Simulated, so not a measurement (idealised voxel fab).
process module | voxel ribs on slabs
cross-section cut | 220 nm wide | cells 5 nm
A cross-section is a grid of square cells, given in bands from the top down. A band is one or more rows of cells.
Each band's line starts with the height of the band's top and of its bottom, in nm. Then come its materials from left to right, each with its width in nm. One material with "throughout" fills the band from edge to edge. "air" is empty space.
Height 0 is the level under which the wafer as received is all one material. The lowest band goes on downwards, as in "0 down".
A width such as "30 to 40" changes by the same amount from each row of cells to the next, from the band's top row to its bottom row.
"no change" after a step means that no cell of the cross-section changed.
closed voids: empty space of 8 cells or more with no open way to the top, each as width x height at its distance from the left edge, in nm
after a step's settings: what the simulator itself notes on the step
overlay nm, on a step with a mask: how far to the right of its planned place the mask lay; to the left if negative
Each pair below shows a cross-section before one step and the cross-section after it, down to the lowest band that changed. The line under each pair gives the step between them, with its settings. The pairs can come from different runs of this module on the same starting wafer, so a pair continues from the pair above only where its "before" says so.
before
  0 down: Si throughout
  closed voids: none
after
  30 to 0: SiO2 throughout
  below 0: unchanged
  closed voids: none
the step between: op DIRECTIONAL_DEP | material SiO2 | thk nm 30
before: the cross-section after the pair above
after
  45 to 30: SiN throughout
  below 30: unchanged
  closed voids: none
the step between: op DIRECTIONAL_DEP | material SiN | thk nm 15
before: the cross-section after the pair above
after
  45 to 35: air 100 | SiN 15 | air 105
  below 35: unchanged
  closed voids: none
the step between: op MASKED_ETCH | tone cover | mask id RIB | width nm 15 | etch materials SiN | depth nm 10 | overlay nm 0
before: the cross-section after the pair above
after
  65 to 45: air 80 | resist 55 | air 85
  45 to 35: air 80 | resist 20 | SiN 15 | resist 20 | air 85
  below 35: unchanged
  closed voids: none
the step between: op PATTERN | tone cover | mask id SLAB | material resist | width nm 55 | thk nm 20 | overlay nm 0
before: the cross-section after the pair above
after
  65 to 45: air 80 | resist 55 | air 85
  45 to 35: air 80 | resist 20 | SiN 15 | resist 20 | air 85
  35 to 30: air 80 | SiN 55 | air 85
  below 30: unchanged
  closed voids: none
the step between: op DIRECTIONAL_ETCH | etch materials SiN | depth nm 5
before: the cross-section after the pair above
after
  45 to 35: air 100 | SiN 15 | air 105
  below 35: unchanged
  closed voids: none
the step between: op STRIP | etch materials resist
before: the cross-section after the pair above
after
  70 to 45: SiO2 throughout
  45 to 35: SiO2 100 | SiN 15 | SiO2 105
  35 to 30: SiO2 80 | SiN 55 | SiO2 85
  below 30: unchanged
  closed voids: none
the step between: op FILL_DEP | material SiO2 | thk nm 25
before: the cross-section after the pair above
after
  60 to 45: SiO2 throughout
  below 45: unchanged
  closed voids: none
the step between: op CMP | height nm 60
before: the cross-section after the pair above
after
  65 to 60: TiN throughout
  below 60: unchanged
  closed voids: none
the step between: op DIRECTIONAL_DEP | material TiN | thk nm 5
before: the cross-section after the pair above
after
  80 to 65: aC throughout
  below 65: unchanged
  closed voids: none
the step between: op DIRECTIONAL_DEP | material aC | thk nm 15
before: the cross-section after the pair above
after
  115 to 80: air 95 | resist 25 | air 100
  below 80: unchanged
  closed voids: none
the step between: op PATTERN | tone cover | mask id HEATER | material resist | width nm 25 | thk nm 35 | overlay nm 0
before: the cross-section after the pair above
after
  100 to 80: air 95 | resist 25 | air 100
  80 to 65: air 95 | aC 25 | air 100
  below 65: unchanged
  closed voids: none
the step between: op DIRECTIONAL_ETCH | etch materials aC | depth nm 15
before: the cross-section after the pair above
after
  80 to 65: air 95 | aC 25 | air 100
  below 65: unchanged
  closed voids: none
the step between: op STRIP | etch materials resist
before: the cross-section after the pair above
after
  80 to 65: air 95 | aC 25 | air 100
  65 to 60: air 95 | TiN 25 | air 100
  below 60: unchanged
  closed voids: none
the step between: op DIRECTIONAL_ETCH | etch materials TiN | depth nm 5
before: the cross-section after the pair above
after
  65 to 60: air 95 | TiN 25 | air 100
  below 60: unchanged
  closed voids: none
the step between: op STRIP | etch materials aC
before: the cross-section after the pair above
after
  70 to 65: air 90 | SiO2 35 | air 95
  65 to 60: SiO2 95 | TiN 25 | SiO2 100
  below 60: unchanged
  closed voids: none
the step between: op CONFORMAL_DEP | material SiO2 | thk nm 5
before
  45 to 30: SiN throughout
  30 to 0: SiO2 throughout
  0 down: Si throughout
  closed voids: none
after
  60 to 30: SiN throughout
  below 30: unchanged
  closed voids: none
the step between: op DIRECTIONAL_DEP | material SiN | thk nm 15
before: the cross-section after the pair above
after
  60 to 50: air 100 | SiN 15 | air 105
  below 50: unchanged
  closed voids: none
the step between: op MASKED_ETCH | tone cover | mask id RIB | width nm 15 | etch materials SiN | depth nm 10 | overlay nm 0
before: the cross-section after the pair above
after
  80 to 60: air 80 | resist 55 | air 85
  60 to 50: air 80 | resist 20 | SiN 15 | resist 20 | air 85
  below 50: unchanged
  closed voids: none
the step between: op PATTERN | tone cover | mask id SLAB | material resist | width nm 55 | thk nm 20 | overlay nm 0
before: the cross-section after the pair above
after
  80 to 60: air 80 | resist 55 | air 85
  60 to 50: air 80 | resist 20 | SiN 15 | resist 20 | air 85
  50 to 45: air 80 | SiN 55 | air 85
  below 45: unchanged
  closed voids: none
the step between: op DIRECTIONAL_ETCH | etch materials SiN | depth nm 5
before: the cross-section after the pair above
after
  60 to 50: air 100 | SiN 15 | air 105
  below 50: unchanged
  closed voids: none
the step between: op STRIP | etch materials resist
before: the cross-section after the pair above
after
  85 to 60: SiO2 throughout
  60 to 50: SiO2 100 | SiN 15 | SiO2 105
  50 to 45: SiO2 80 | SiN 55 | SiO2 85
  below 45: unchanged
  closed voids: none
the step between: op FILL_DEP | material SiO2 | thk nm 25
before: the cross-section after the pair above
after
  60 to 50: SiO2 100 | SiN 15 | SiO2 105
  below 50: unchanged
  closed voids: none
the step between: op CMP | height nm 60
before: the cross-section after the pair above
after
  65 to 60: TiN throughout
  below 60: unchanged
  closed voids: none
the step between: op DIRECTIONAL_DEP | material TiN | thk nm 5
before: the cross-section after the pair above
after
  80 to 65: aC throughout
  below 65: unchanged
  closed voids: none
the step between: op DIRECTIONAL_DEP | material aC | thk nm 15
before: the cross-section after the pair above
after
  115 to 80: air 95 | resist 25 | air 100
  below 80: unchanged
  closed voids: none
the step between: op PATTERN | tone cover | mask id HEATER | material resist | width nm 25 | thk nm 35 | overlay nm 0
before: the cross-section after the pair above
after
  100 to 80: air 95 | resist 25 | air 100
  80 to 65: air 95 | aC 25 | air 100
  below 65: unchanged
  closed voids: none
the step between: op DIRECTIONAL_ETCH | etch materials aC | depth nm 15
before: the cross-section after the pair above
after
  80 to 65: air 95 | aC 25 | air 100
  below 65: unchanged
  closed voids: none
the step between: op STRIP | etch materials resist
before: the cross-section after the pair above
after
  80 to 65: air 95 | aC 25 | air 100
  65 to 60: air 95 | TiN 25 | air 100
  below 60: unchanged
  closed voids: none
the step between: op DIRECTIONAL_ETCH | etch materials TiN | depth nm 5
before: the cross-section after the pair above
after
  65 to 60: air 95 | TiN 25 | air 100
  below 60: unchanged
  closed voids: none
the step between: op STRIP | etch materials aC
before: the cross-section after the pair above
after
  70 to 65: air 90 | SiO2 35 | air 95
  65 to 60: SiO2 95 | TiN 25 | SiO2 100
  below 60: unchanged
  closed voids: none
the step between: op CONFORMAL_DEP | material SiO2 | thk nm 5
before
  0 down: Si throughout
  closed voids: none
after
  15 to 0: SiN throughout
  below 0: unchanged
  closed voids: none
the step between: op DIRECTIONAL_DEP | material SiN | thk nm 15
before: the cross-section after the pair above
after
  45 to 15: SiO2 throughout
  below 15: unchanged
  closed voids: none
the step between: op DIRECTIONAL_DEP | material SiO2 | thk nm 30
before: the cross-section after the pair above
after
  65 to 45: air 80 | resist 55 | air 85
  below 45: unchanged
  closed voids: none
the step between: op PATTERN | tone cover | mask id SLAB | material resist | width nm 55 | thk nm 20 | overlay nm 0
before: the cross-section after the pair above
after
  45 to 15: SiO2 throughout
  below 15: unchanged
  closed voids: none
the step between: op STRIP | etch materials resist
before: the cross-section after the pair above
after
  70 to 15: SiO2 throughout
  below 15: unchanged
  closed voids: none
the step between: op FILL_DEP | material SiO2 | thk nm 25
before: the cross-section after the pair above
after
  60 to 15: SiO2 throughout
  below 15: unchanged
  closed voids: none
the step between: op CMP | height nm 60
before: the cross-section after the pair above
after
  65 to 60: TiN throughout
  below 60: unchanged
  closed voids: none
the step between: op DIRECTIONAL_DEP | material TiN | thk nm 5
before: the cross-section after the pair above
after
  80 to 65: aC throughout
  below 65: unchanged
  closed voids: none
the step between: op DIRECTIONAL_DEP | material aC | thk nm 15
before: the cross-section after the pair above
after
  115 to 80: air 95 | resist 25 | air 100
  below 80: unchanged
  closed voids: none
the step between: op PATTERN | tone cover | mask id HEATER | material resist | width nm 25 | thk nm 35 | overlay nm 0
before: the cross-section after the pair above
after
  100 to 80: air 95 | resist 25 | air 100
  80 to 65: air 95 | aC 25 | air 100
  below 65: unchanged
  closed voids: none
the step between: op DIRECTIONAL_ETCH | etch materials aC | depth nm 15
before: the cross-section after the pair above
after
  80 to 65: air 95 | aC 25 | air 100
  below 65: unchanged
  closed voids: none
the step between: op STRIP | etch materials resist
before: the cross-section after the pair above
after
  80 to 65: air 95 | aC 25 | air 100
  65 to 60: air 95 | TiN 25 | air 100
  below 60: unchanged
  closed voids: none
the step between: op DIRECTIONAL_ETCH | etch materials TiN | depth nm 5
before: the cross-section after the pair above
after
  65 to 60: air 95 | TiN 25 | air 100
  below 60: unchanged
  closed voids: none
the step between: op STRIP | etch materials aC
before: the cross-section after the pair above
after
  70 to 65: air 90 | SiO2 35 | air 95
  65 to 60: SiO2 95 | TiN 25 | SiO2 100
  below 60: unchanged
  closed voids: none
the step between: op CONFORMAL_DEP | material SiO2 | thk nm 5
before
  30 to 0: SiO2 throughout
  0 down: Si throughout
  closed voids: none
after
  50 to 30: SiN throughout
  below 30: unchanged
  closed voids: none
the step between: op DIRECTIONAL_DEP | material SiN | thk nm 20
before: the cross-section after the pair above
after
  50 to 40: air 100 | SiN 15 | air 105
  below 40: unchanged
  closed voids: none
the step between: op MASKED_ETCH | tone cover | mask id RIB | width nm 15 | etch materials SiN | depth nm 10 | overlay nm 0
before: the cross-section after the pair above
after
  70 to 50: air 80 | resist 55 | air 85
  50 to 40: air 80 | resist 20 | SiN 15 | resist 20 | air 85
  below 40: unchanged
  closed voids: none
the step between: op PATTERN | tone cover | mask id SLAB | material resist | width nm 55 | thk nm 20 | overlay nm 0
before: the cross-section after the pair above
after
  70 to 50: air 80 | resist 55 | air 85
  50 to 40: air 80 | resist 20 | SiN 15 | resist 20 | air 85
  40 to 35: air 80 | SiN 55 | air 85
  below 35: unchanged
  closed voids: none
the step between: op DIRECTIONAL_ETCH | etch materials SiN | depth nm 5
before: the cross-section after the pair above
after
  50 to 40: air 100 | SiN 15 | air 105
  below 40: unchanged
  closed voids: none
the step between: op STRIP | etch materials resist
before: the cross-section after the pair above
after
  75 to 50: SiO2 throughout
  50 to 40: SiO2 100 | SiN 15 | SiO2 105
  40 to 35: SiO2 80 | SiN 55 | SiO2 85
  below 35: unchanged
  closed voids: none
the step between: op FILL_DEP | material SiO2 | thk nm 25
before: the cross-section after the pair above
after
  60 to 50: SiO2 throughout
  below 50: unchanged
  closed voids: none
the step between: op CMP | height nm 60
before: the cross-section after the pair above
after
  65 to 60: TiN throughout
  below 60: unchanged
  closed voids: none
the step between: op DIRECTIONAL_DEP | material TiN | thk nm 5
before: the cross-section after the pair above
after
  80 to 65: aC throughout
  below 65: unchanged
  closed voids: none
the step between: op DIRECTIONAL_DEP | material aC | thk nm 15
before: the cross-section after the pair above
after
  115 to 80: air 95 | resist 25 | air 100
  below 80: unchanged
  closed voids: none
the step between: op PATTERN | tone cover | mask id HEATER | material resist | width nm 25 | thk nm 35 | overlay nm 0
before: the cross-section after the pair above
after
  100 to 80: air 95 | resist 25 | air 100
  80 to 65: air 95 | aC 25 | air 100
  below 65: unchanged
  closed voids: none
the step between: op DIRECTIONAL_ETCH | etch materials aC | depth nm 15
before: the cross-section after the pair above
after
  80 to 65: air 95 | aC 25 | air 100
  below 65: unchanged
  closed voids: none
the step between: op STRIP | etch materials resist
before: the cross-section after the pair above
after
  80 to 65: air 95 | aC 25 | air 100
  65 to 60: air 95 | TiN 25 | air 100
  below 60: unchanged
  closed voids: none
the step between: op DIRECTIONAL_ETCH | etch materials TiN | depth nm 5
before: the cross-section after the pair above
after
  65 to 60: air 95 | TiN 25 | air 100
  below 60: unchanged
  closed voids: none
the step between: op STRIP | etch materials aC
before: the cross-section after the pair above
after
  70 to 65: air 90 | SiO2 35 | air 95
  65 to 60: SiO2 95 | TiN 25 | SiO2 100
  below 60: unchanged
  closed voids: none
the step between: op CONFORMAL_DEP | material SiO2 | thk nm 5
before
  80 to 65: aC throughout
  65 to 60: TiN throughout
  60 to 45: SiO2 throughout
  45 to 35: SiO2 100 | SiN 15 | SiO2 105
  35 to 30: SiO2 80 | SiN 55 | SiO2 85
  30 to 0: SiO2 throughout
  0 down: Si throughout
  closed voids: none
after
  115 to 80: air 90 | resist 35 | air 95
  below 80: unchanged
  closed voids: none
the step between: op PATTERN | tone cover | mask id HEATER | material resist | width nm 35 | thk nm 35 | overlay nm 0
before: the cross-section after the pair above
after
  100 to 80: air 90 | resist 35 | air 95
  80 to 65: air 90 | aC 35 | air 95
  below 65: unchanged
  closed voids: none
the step between: op DIRECTIONAL_ETCH | etch materials aC | depth nm 15
before: the cross-section after the pair above
after
  80 to 65: air 90 | aC 35 | air 95
  below 65: unchanged
  closed voids: none
the step between: op STRIP | etch materials resist
before: the cross-section after the pair above
after
  80 to 65: air 90 | aC 35 | air 95
  65 to 60: air 90 | TiN 35 | air 95
  below 60: unchanged
  closed voids: none
the step between: op DIRECTIONAL_ETCH | etch materials TiN | depth nm 5
before: the cross-section after the pair above
after
  65 to 60: air 90 | TiN 35 | air 95
  below 60: unchanged
  closed voids: none
the step between: op STRIP | etch materials aC
before: the cross-section after the pair above
after
  70 to 65: air 85 | SiO2 45 | air 90
  65 to 60: SiO2 90 | TiN 35 | SiO2 95
  below 60: unchanged
  closed voids: none
the step between: op CONFORMAL_DEP | material SiO2 | thk nm 5
before
  45 to 30: SiN throughout
  30 to 0: SiO2 throughout
  0 down: Si throughout
  closed voids: none
after
  45 to 35: air 105 | SiN 15 | air 100
  below 35: unchanged
  closed voids: none
the step between: op MASKED_ETCH | tone cover | mask id RIB | width nm 15 | etch materials SiN | depth nm 10 | overlay nm 5
before: the cross-section after the pair above
after
  65 to 45: air 80 | resist 55 | air 85
  45 to 35: air 80 | resist 25 | SiN 15 | resist 15 | air 85
  below 35: unchanged
  closed voids: none
the step between: op PATTERN | tone cover | mask id SLAB | material resist | width nm 55 | thk nm 20 | overlay nm 0
before: the cross-section after the pair above
after
  65 to 45: air 80 | resist 55 | air 85
  45 to 35: air 80 | resist 25 | SiN 15 | resist 15 | air 85
  35 to 30: air 80 | SiN 55 | air 85
  below 30: unchanged
  closed voids: none
the step between: op DIRECTIONAL_ETCH | etch materials SiN | depth nm 5
before: the cross-section after the pair above
after
  45 to 35: air 105 | SiN 15 | air 100
  below 35: unchanged
  closed voids: none
the step between: op STRIP | etch materials resist
before: the cross-section after the pair above
after
  70 to 45: SiO2 throughout
  45 to 35: SiO2 105 | SiN 15 | SiO2 100
  35 to 30: SiO2 80 | SiN 55 | SiO2 85
  below 30: unchanged
  closed voids: none
the step between: op FILL_DEP | material SiO2 | thk nm 25
before: the cross-section after the pair above
after
  60 to 45: SiO2 throughout
  below 45: unchanged
  closed voids: none
the step between: op CMP | height nm 60
before: the cross-section after the pair above
after
  65 to 60: TiN throughout
  below 60: unchanged
  closed voids: none
the step between: op DIRECTIONAL_DEP | material TiN | thk nm 5
before: the cross-section after the pair above
after
  80 to 65: aC throughout
  below 65: unchanged
  closed voids: none
the step between: op DIRECTIONAL_DEP | material aC | thk nm 15
before: the cross-section after the pair above
after
  115 to 80: air 95 | resist 25 | air 100
  below 80: unchanged
  closed voids: none
the step between: op PATTERN | tone cover | mask id HEATER | material resist | width nm 25 | thk nm 35 | overlay nm 0
before: the cross-section after the pair above
after
  100 to 80: air 95 | resist 25 | air 100
  80 to 65: air 95 | aC 25 | air 100
  below 65: unchanged
  closed voids: none
the step between: op DIRECTIONAL_ETCH | etch materials aC | depth nm 15
before: the cross-section after the pair above
after
  80 to 65: air 95 | aC 25 | air 100
  below 65: unchanged
  closed voids: none
the step between: op STRIP | etch materials resist
before: the cross-section after the pair above
after
  80 to 65: air 95 | aC 25 | air 100
  65 to 60: air 95 | TiN 25 | air 100
  below 60: unchanged
  closed voids: none
the step between: op DIRECTIONAL_ETCH | etch materials TiN | depth nm 5
before: the cross-section after the pair above
after
  65 to 60: air 95 | TiN 25 | air 100
  below 60: unchanged
  closed voids: none
the step between: op STRIP | etch materials aC
before: the cross-section after the pair above
after
  70 to 65: air 90 | SiO2 35 | air 95
  65 to 60: SiO2 95 | TiN 25 | SiO2 100
  below 60: unchanged
  closed voids: none
the step between: op CONFORMAL_DEP | material SiO2 | thk nm 5
before
  65 to 60: TiN throughout
  60 to 45: SiO2 throughout
  45 to 35: SiO2 100 | SiN 15 | SiO2 105
  35 to 30: SiO2 80 | SiN 55 | SiO2 85
  30 to 0: SiO2 throughout
  0 down: Si throughout
  closed voids: none
after
  80 to 65: SiO2 throughout
  below 65: unchanged
  closed voids: none
the step between: op DIRECTIONAL_DEP | material SiO2 | thk nm 15
before: the cross-section after the pair above
after
  115 to 80: air 95 | resist 25 | air 100
  below 80: unchanged
  closed voids: none
the step between: op PATTERN | tone cover | mask id HEATER | material resist | width nm 25 | thk nm 35 | overlay nm 0
before: the cross-section after the pair above
after
  100 to 80: air 95 | resist 25 | air 100
  below 80: unchanged
  closed voids: none
the step between: op DIRECTIONAL_ETCH | etch materials aC | depth nm 15
before: the cross-section after the pair above
after
  80 to 65: SiO2 throughout
  below 65: unchanged
  closed voids: none
the step between: op STRIP | etch materials resist
before: the cross-section after the pair above
after
  85 to 65: SiO2 throughout
  below 65: unchanged
  closed voids: none
the step between: op CONFORMAL_DEP | material SiO2 | thk nm 5
before
  45 to 30: SiN throughout
  30 to 0: SiO2 throughout
  0 down: Si throughout
  closed voids: none
after
  45 to 35: SiN 100 | air 15 | SiN 105
  below 35: unchanged
  closed voids: none
the step between: op MASKED_ETCH | tone open | mask id RIB | width nm 15 | etch materials SiN | depth nm 10 | overlay nm 0
before: the cross-section after the pair above
after
  65 to 45: air 80 | resist 55 | air 85
  45 to 35: SiN 100 | resist 15 | SiN 105
  below 35: unchanged
  closed voids: none
the step between: op PATTERN | tone cover | mask id SLAB | material resist | width nm 55 | thk nm 20 | overlay nm 0
before: the cross-section after the pair above
after
  65 to 45: air 80 | resist 55 | air 85
  45 to 40: air 80 | SiN 20 | resist 15 | SiN 20 | air 85
  below 40: unchanged
  closed voids: none
the step between: op DIRECTIONAL_ETCH | etch materials SiN | depth nm 5
before: the cross-section after the pair above
after
  45 to 40: air 80 | SiN 20 | air 15 | SiN 20 | air 85
  40 to 35: SiN 100 | air 15 | SiN 105
  below 35: unchanged
  closed voids: none
the step between: op STRIP | etch materials resist
before: the cross-section after the pair above
after
  70 to 45: SiO2 throughout
  45 to 40: SiO2 80 | SiN 20 | SiO2 15 | SiN 20 | SiO2 85
  40 to 35: SiN 100 | SiO2 15 | SiN 105
  below 35: unchanged
  closed voids: none
the step between: op FILL_DEP | material SiO2 | thk nm 25
before: the cross-section after the pair above
after
  60 to 45: SiO2 throughout
  below 45: unchanged
  closed voids: none
the step between: op CMP | height nm 60
before: the cross-section after the pair above
after
  65 to 60: TiN throughout
  below 60: unchanged
  closed voids: none
the step between: op DIRECTIONAL_DEP | material TiN | thk nm 5
before: the cross-section after the pair above
after
  80 to 65: aC throughout
  below 65: unchanged
  closed voids: none
the step between: op DIRECTIONAL_DEP | material aC | thk nm 15
before: the cross-section after the pair above
after
  115 to 80: air 95 | resist 25 | air 100
  below 80: unchanged
  closed voids: none
the step between: op PATTERN | tone cover | mask id HEATER | material resist | width nm 25 | thk nm 35 | overlay nm 0
before: the cross-section after the pair above
after
  100 to 80: air 95 | resist 25 | air 100
  80 to 65: air 95 | aC 25 | air 100
  below 65: unchanged
  closed voids: none
the step between: op DIRECTIONAL_ETCH | etch materials aC | depth nm 15
before: the cross-section after the pair above
after
  80 to 65: air 95 | aC 25 | air 100
  below 65: unchanged
  closed voids: none
the step between: op STRIP | etch materials resist
before: the cross-section after the pair above
after
  80 to 65: air 95 | aC 25 | air 100
  65 to 60: air 95 | TiN 25 | air 100
  below 60: unchanged
  closed voids: none
the step between: op DIRECTIONAL_ETCH | etch materials TiN | depth nm 5
before: the cross-section after the pair above
after
  65 to 60: air 95 | TiN 25 | air 100
  below 60: unchanged
  closed voids: none
the step between: op STRIP | etch materials aC
before: the cross-section after the pair above
after
  70 to 65: air 90 | SiO2 35 | air 95
  65 to 60: SiO2 95 | TiN 25 | SiO2 100
  below 60: unchanged
  closed voids: none
the step between: op CONFORMAL_DEP | material SiO2 | thk nm 5
